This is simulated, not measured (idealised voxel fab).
process module | voxel lift off
cross-section cut | 155 nm wide | cells 5 nm
A cross-section is a grid of square cells, given in bands from the top down. A band is one or more rows of cells.
Each band's line starts with the height of the band's top and of its bottom, in nm. Then come its materials from left to right, each with its width in nm. One material with "throughout" fills the band from edge to edge. "air" is empty space.
Height 0 is the level under which the wafer as received is all one material. The lowest band goes on downwards, as in "0 down".
A width such as "30 to 40" changes by the same amount from each row of cells to the next, from the band's top row to its bottom row.
"no change" after a step means that no cell of the cross-section changed.
closed voids: empty space of 8 cells or more with no open way to the top, each as width x height at its distance from the left edge, in nm
after a step's settings: what the simulator itself notes on the step
overlay nm, on a step with a mask: how far to the right of its planned place the mask lay; to the left if negative
plan
1 op RECEIVE | material Si
2 op CONFORMAL_DEP | material SiN | thk nm 10
3 op PATTERN | tone open | mask id LINES | material resist | width nm 25 | pitch nm 40 | thk nm 30 | overlay nm 0
4 op DIRECTIONAL_DEP | material Ru | thk nm 15
5 op STRIP | etch materials resist
6 op CONFORMAL_DEP | material SiCN | thk nm 5
as received, after step 1
  0 down: Si throughout
  closed voids: none
a wafer at the end: this start, this plan, one mistake
  30 to 25: air 20 | SiCN 35 | air 5 | SiCN 35 | air 5 | SiCN 35 | air 20
  25 to 15: air 20 | SiCN 5 | Ru 25 | SiCN 5 | air 5 | SiCN 5 | Ru 25 | SiCN 5 | air 5 | SiCN 5 | Ru 25 | SiCN 5 | air 20
  15 to 10: SiCN 25 | Ru 25 | SiCN 15 | Ru 25 | SiCN 15 | Ru 25 | SiCN 25
  10 to 0: Ru throughout
  0 down: Si throughout
  closed voids: none
what went wrong: step 2 ran as: op CONFORMAL_DEP | material Ru | thk nm 10
